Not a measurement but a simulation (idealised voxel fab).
The process module that follows is named voxel air gaps.
In the cross-section labelled cut, the width is 260 nm and each square cell is 5 nm.
When this document writes out a cross-section, it uses a grid of square cells and lists it as bands, beginning at the top and moving down, with a band standing for one or more rows of cells. Within each band entry, the heights of the top and of the bottom of the band appear first, in that order and in nm; the materials of the band then follow from left to right, each with its corresponding width in nm. The designation "full width" on a single material indicates that it fills the band from edge to edge; the designation "empty" indicates empty space. The reference from which all heights are counted is 0, the level beneath which the as-received wafer is entirely one material; the lowest band, having no lower bound, proceeds downward and is written after the example "top 0, no bottom". Top row gets the first number, bottom row gets the second, and each row in between changes by the same step: that is how a band width like "30 to 40" works. Basically "nothing got changed" means that step didn't change any cell in the cross-section. Empty spaces without an open route to the top, at least 8 cells in extent, make up the entry "Enclosed cavity list"; each is given as width x height at distance, where the distance is measured from the left edge, and all are in nm. It should be noted that, on the line of a given step, the content following the step's settings is a remark produced by the simulator itself with respect to that step. A step's line can hold "overlay nm"; with a mask on that step, the setting says how far right of the planned place the mask lay, while a negative setting says it lay to the left.
# This section lists the process steps that were planned
| 1 | RECEIVE [material Si] |
| 2 | CONFORMAL_DEP [material SiO2] [thk nm 15] |
| 3 | CONFORMAL_DEP [material SiCN] [thk nm 5] |
| 4 | DIRECTIONAL_DEP [material lowk] [thk nm 35] |
| 5 | DIRECTIONAL_DEP [material aC] [thk nm 15] |
| 6 | PATTERN [tone open] [mask id LINES] [material resist] [width nm 25] [pitch nm 50] [thk nm 35] [overlay nm 0] |
| 7 | DIRECTIONAL_ETCH [etch materials aC] [depth nm 15] |
| 8 | STRIP [etch materials resist] |
| 9 | DIRECTIONAL_ETCH [etch materials lowk] [depth nm 35] |
| 10 | STRIP [etch materials aC] |
| 11 | CONFORMAL_DEP [material TiN] [thk nm 5] |
| 12 | FILL_DEP [material Cu] [thk nm 5] |
| 13 | CMP [height nm 55] |
| 14 | EPI [material Ru] [thk nm 10] |
| 15 | SELECTIVE_ETCH [etch materials lowk] [depth nm 45] |
| 16 | CONFORMAL_DEP [material SiCN] [thk nm 5] |
# Run as planned: first of two wafers
# Incoming wafer, cross-sectional view, post step 1
* top 0, no bottom  Si full width
* Enclosed cavity list: none
# Step 2 complete: cross-section through the wafer
* top 15, bottom 0  SiO2 full width
* No changes below 0.
# Step 3 complete: cross-section through the wafer
* top 20, bottom 15  SiCN full width
* No changes below 15.
# Step 4 complete: cross-section through the wafer
* top 55, bottom 20  lowk full width
* No changes below 20.
# Step 5 complete: cross-section through the wafer
* top 70, bottom 55  aC full width
* No changes below 55.
# Step 6 complete: cross-section through the wafer
* top 105, bottom 70  resist 40 nm | empty 25 nm | resist 25 nm | empty 25 nm | resist 25 nm | empty 25 nm | resist 25 nm | empty 25 nm | resist 45 nm
* No changes below 70.
# Step 7 complete: cross-section through the wafer
* top 90, bottom 70  resist 40 nm | empty 25 nm | resist 25 nm | empty 25 nm | resist 25 nm | empty 25 nm | resist 25 nm | empty 25 nm | resist 45 nm
* top 70, bottom 55  aC 40 nm | empty 25 nm | aC 25 nm | empty 25 nm | aC 25 nm | empty 25 nm | aC 25 nm | empty 25 nm | aC 45 nm
* No changes below 55.
# Step 8 complete: cross-section through the wafer
* top 70, bottom 55  aC 40 nm | empty 25 nm | aC 25 nm | empty 25 nm | aC 25 nm | empty 25 nm | aC 25 nm | empty 25 nm | aC 45 nm
* No changes below 55.
# Step 9 complete: cross-section through the wafer
* top 70, bottom 55  aC 40 nm | empty 25 nm | aC 25 nm | empty 25 nm | aC 25 nm | empty 25 nm | aC 25 nm | empty 25 nm | aC 45 nm
* top 55, bottom 20  lowk 40 nm | empty 25 nm | lowk 25 nm | empty 25 nm | lowk 25 nm | empty 25 nm | lowk 25 nm | empty 25 nm | lowk 45 nm
* No changes below 20.
# Step 10 complete: cross-section through the wafer
* top 55, bottom 20  lowk 40 nm | empty 25 nm | lowk 25 nm | empty 25 nm | lowk 25 nm | empty 25 nm | lowk 25 nm | empty 25 nm | lowk 45 nm
* No changes below 20.
# Step 11 complete: cross-section through the wafer
* top 60, bottom 55  TiN 45 nm | empty 15 nm | TiN 35 nm | empty 15 nm | TiN 35 nm | empty 15 nm | TiN 35 nm | empty 15 nm | TiN 50 nm
* top 55, bottom 25  lowk 40 nm | TiN 5 nm | empty 15 nm | TiN 5 nm | lowk 25 nm | TiN 5 nm | empty 15 nm | TiN 5 nm | lowk 25 nm | TiN 5 nm | empty 15 nm | TiN 5 nm | lowk 25 nm | TiN 5 nm | empty 15 nm | TiN 5 nm | lowk 45 nm
* top 25, bottom 20  lowk 40 nm | TiN 25 nm | lowk 25 nm | TiN 25 nm | lowk 25 nm | TiN 25 nm | lowk 25 nm | TiN 25 nm | lowk 45 nm
* No changes below 20.
# Step 12 complete: cross-section through the wafer
* top 65, bottom 60  Cu full width
* top 60, bottom 55  TiN 45 nm | Cu 15 nm | TiN 35 nm | Cu 15 nm | TiN 35 nm | Cu 15 nm | TiN 35 nm | Cu 15 nm | TiN 50 nm
* top 55, bottom 25  lowk 40 nm | TiN 5 nm | Cu 15 nm | TiN 5 nm | lowk 25 nm | TiN 5 nm | Cu 15 nm | TiN 5 nm | lowk 25 nm | TiN 5 nm | Cu 15 nm | TiN 5 nm | lowk 25 nm | TiN 5 nm | Cu 15 nm | TiN 5 nm | lowk 45 nm
* No changes below 25.
# Step 13 complete: cross-section through the wafer
* top 55, bottom 25  lowk 40 nm | TiN 5 nm | Cu 15 nm | TiN 5 nm | lowk 25 nm | TiN 5 nm | Cu 15 nm | TiN 5 nm | lowk 25 nm | TiN 5 nm | Cu 15 nm | TiN 5 nm | lowk 25 nm | TiN 5 nm | Cu 15 nm | TiN 5 nm | lowk 45 nm
* No changes below 25.
# Step 14 complete: cross-section through the wafer
* top 65, bottom 55  empty 30 nm | Ru 45 nm | empty 5 nm | Ru 45 nm | empty 5 nm | Ru 45 nm | empty 5 nm | Ru 45 nm | empty 35 nm
* No changes below 55.
# Step 15 complete: cross-section through the wafer
* top 65, bottom 55  empty 30 nm | Ru 45 nm | empty 5 nm | Ru 45 nm | empty 5 nm | Ru 45 nm | empty 5 nm | Ru 45 nm | empty 35 nm
* top 55, bottom 25  empty 40 nm | TiN 5 nm | Cu 15 nm | TiN 5 nm | empty 25 nm | TiN 5 nm | Cu 15 nm | TiN 5 nm | empty 25 nm | TiN 5 nm | Cu 15 nm | TiN 5 nm | empty 25 nm | TiN 5 nm | Cu 15 nm | TiN 5 nm | empty 45 nm
* top 25, bottom 20  empty 40 nm | TiN 25 nm | empty 25 nm | TiN 25 nm | empty 25 nm | TiN 25 nm | empty 25 nm | TiN 25 nm | empty 45 nm
* No changes below 20.
# Step 16 complete: cross-section through the wafer
* top 70, bottom 65  empty 25 nm | SiCN 205 nm | empty 30 nm
* top 65, bottom 55  empty 25 nm | SiCN 5 nm | Ru 45 nm | SiCN 5 nm | Ru 45 nm | SiCN 5 nm | Ru 45 nm | SiCN 5 nm | Ru 45 nm | SiCN 5 nm | empty 30 nm
* top 55, bottom 50  empty 25 nm | SiCN 15 nm | TiN 5 nm | Cu 15 nm | TiN 5 nm | SiCN 25 nm | TiN 5 nm | Cu 15 nm | TiN 5 nm | SiCN 25 nm | TiN 5 nm | Cu 15 nm | TiN 5 nm | SiCN 25 nm | TiN 5 nm | Cu 15 nm | TiN 5 nm | SiCN 15 nm | empty 30 nm
* top 50, bottom 25  empty 35 nm | SiCN 5 nm | TiN 5 nm | Cu 15 nm | TiN 5 nm | SiCN 5 nm | empty 15 nm | SiCN 5 nm | TiN 5 nm | Cu 15 nm | TiN 5 nm | SiCN 5 nm | empty 15 nm | SiCN 5 nm | TiN 5 nm | Cu 15 nm | TiN 5 nm | SiCN 5 nm | empty 15 nm | SiCN 5 nm | TiN 5 nm | Cu 15 nm | TiN 5 nm | SiCN 5 nm | empty 40 nm
* top 25, bottom 20  SiCN 40 nm | TiN 25 nm | SiCN 25 nm | TiN 25 nm | SiCN 25 nm | TiN 25 nm | SiCN 25 nm | TiN 25 nm | SiCN 45 nm
* No changes below 20.
* Enclosed cavity list: 15 x 25 at 70; 15 x 25 at 120; 15 x 25 at 170
# The Second Wafer: Common Origin and Plan, One Mistake in Execution, Identical to the First Through Step 5
# Cross-section of the second wafer corresponding to the planned conclusion of step 6
* top 105, bottom 70  resist 35 nm | empty 35 nm | resist 15 nm | empty 35 nm | resist 15 nm | empty 35 nm | resist 15 nm | empty 35 nm | resist 40 nm
* No changes below 70.
# Cross-section of the second wafer corresponding to the planned conclusion of step 7
* top 90, bottom 70  resist 35 nm | empty 35 nm | resist 15 nm | empty 35 nm | resist 15 nm | empty 35 nm | resist 15 nm | empty 35 nm | resist 40 nm
* top 70, bottom 55  aC 35 nm | empty 35 nm | aC 15 nm | empty 35 nm | aC 15 nm | empty 35 nm | aC 15 nm | empty 35 nm | aC 40 nm
* No changes below 55.
# Cross-section of the second wafer corresponding to the planned conclusion of step 8
* top 70, bottom 55  aC 35 nm | empty 35 nm | aC 15 nm | empty 35 nm | aC 15 nm | empty 35 nm | aC 15 nm | empty 35 nm | aC 40 nm
* No changes below 55.
# Cross-section of the second wafer corresponding to the planned conclusion of step 9
* top 70, bottom 55  aC 35 nm | empty 35 nm | aC 15 nm | empty 35 nm | aC 15 nm | empty 35 nm | aC 15 nm | empty 35 nm | aC 40 nm
* top 55, bottom 20  lowk 35 nm | empty 35 nm | lowk 15 nm | empty 35 nm | lowk 15 nm | empty 35 nm | lowk 15 nm | empty 35 nm | lowk 40 nm
* No changes below 20.
# Cross-section of the second wafer corresponding to the planned conclusion of step 10
* top 55, bottom 20  lowk 35 nm | empty 35 nm | lowk 15 nm | empty 35 nm | lowk 15 nm | empty 35 nm | lowk 15 nm | empty 35 nm | lowk 40 nm
* No changes below 20.
# Cross-section of the second wafer corresponding to the planned conclusion of step 11
* top 60, bottom 55  TiN 40 nm | empty 25 nm | TiN 25 nm | empty 25 nm | TiN 25 nm | empty 25 nm | TiN 25 nm | empty 25 nm | TiN 45 nm
* top 55, bottom 25  lowk 35 nm | TiN 5 nm | empty 25 nm | TiN 5 nm | lowk 15 nm | TiN 5 nm | empty 25 nm | TiN 5 nm | lowk 15 nm | TiN 5 nm | empty 25 nm | TiN 5 nm | lowk 15 nm | TiN 5 nm | empty 25 nm | TiN 5 nm | lowk 40 nm
* top 25, bottom 20  lowk 35 nm | TiN 35 nm | lowk 15 nm | TiN 35 nm | lowk 15 nm | TiN 35 nm | lowk 15 nm | TiN 35 nm | lowk 40 nm
* No changes below 20.
# Cross-section of the second wafer corresponding to the planned conclusion of step 12
* top 65, bottom 60  Cu full width
* top 60, bottom 55  TiN 40 nm | Cu 25 nm | TiN 25 nm | Cu 25 nm | TiN 25 nm | Cu 25 nm | TiN 25 nm | Cu 25 nm | TiN 45 nm
* top 55, bottom 25  lowk 35 nm | TiN 5 nm | Cu 25 nm | TiN 5 nm | lowk 15 nm | TiN 5 nm | Cu 25 nm | TiN 5 nm | lowk 15 nm | TiN 5 nm | Cu 25 nm | TiN 5 nm | lowk 15 nm | TiN 5 nm | Cu 25 nm | TiN 5 nm | lowk 40 nm
* No changes below 25.
# Cross-section of the second wafer corresponding to the planned conclusion of step 13
* top 55, bottom 25  lowk 35 nm | TiN 5 nm | Cu 25 nm | TiN 5 nm | lowk 15 nm | TiN 5 nm | Cu 25 nm | TiN 5 nm | lowk 15 nm | TiN 5 nm | Cu 25 nm | TiN 5 nm | lowk 15 nm | TiN 5 nm | Cu 25 nm | TiN 5 nm | lowk 40 nm
* No changes below 25.
# Cross-section of the second wafer corresponding to the planned conclusion of step 14
* top 65, bottom 55  empty 25 nm | Ru 205 nm | empty 30 nm
* No changes below 55.
# Cross-section of the second wafer corresponding to the planned conclusion of step 15
* top 65, bottom 55  empty 25 nm | Ru 205 nm | empty 30 nm
* top 55, bottom 25  empty 35 nm | TiN 5 nm | Cu 25 nm | TiN 5 nm | lowk 15 nm | TiN 5 nm | Cu 25 nm | TiN 5 nm | lowk 15 nm | TiN 5 nm | Cu 25 nm | TiN 5 nm | lowk 15 nm | TiN 5 nm | Cu 25 nm | TiN 5 nm | empty 40 nm
* top 25, bottom 20  empty 35 nm | TiN 35 nm | lowk 15 nm | TiN 35 nm | lowk 15 nm | TiN 35 nm | lowk 15 nm | TiN 35 nm | empty 40 nm
* No changes below 20.
# Cross-section of the second wafer corresponding to the planned conclusion of step 16
* top 70, bottom 65  empty 20 nm | SiCN 215 nm | empty 25 nm
* top 65, bottom 55  empty 20 nm | SiCN 5 nm | Ru 205 nm | SiCN 5 nm | empty 25 nm
* top 55, bottom 50  empty 20 nm | SiCN 15 nm | TiN 5 nm | Cu 25 nm | TiN 5 nm | lowk 15 nm | TiN 5 nm | Cu 25 nm | TiN 5 nm | lowk 15 nm | TiN 5 nm | Cu 25 nm | TiN 5 nm | lowk 15 nm | TiN 5 nm | Cu 25 nm | TiN 5 nm | SiCN 15 nm | empty 25 nm
* top 50, bottom 25  empty 30 nm | SiCN 5 nm | TiN 5 nm | Cu 25 nm | TiN 5 nm | lowk 15 nm | TiN 5 nm | Cu 25 nm | TiN 5 nm | lowk 15 nm | TiN 5 nm | Cu 25 nm | TiN 5 nm | lowk 15 nm | TiN 5 nm | Cu 25 nm | TiN 5 nm | SiCN 5 nm | empty 35 nm
* top 25, bottom 20  SiCN 35 nm | TiN 35 nm | lowk 15 nm | TiN 35 nm | lowk 15 nm | TiN 35 nm | lowk 15 nm | TiN 35 nm | SiCN 40 nm
* No changes below 20.
What broke from the plan during processing? not per plan at step 6, really ran PATTERN [tone open] [mask id LINES] [material resist] [width nm 35] [pitch nm 50] [thk nm 35] [overlay nm 0]
Bottom line after processing is that, in cells, the second wafer is up or down on some materials versus the first: 48 more of Cu | 10 more of Ru | 66 fewer of SiCN | 8 more of TiN | 63 more of lowk
Final count of closed voids per wafer: 3 in the first, 0 in the second.
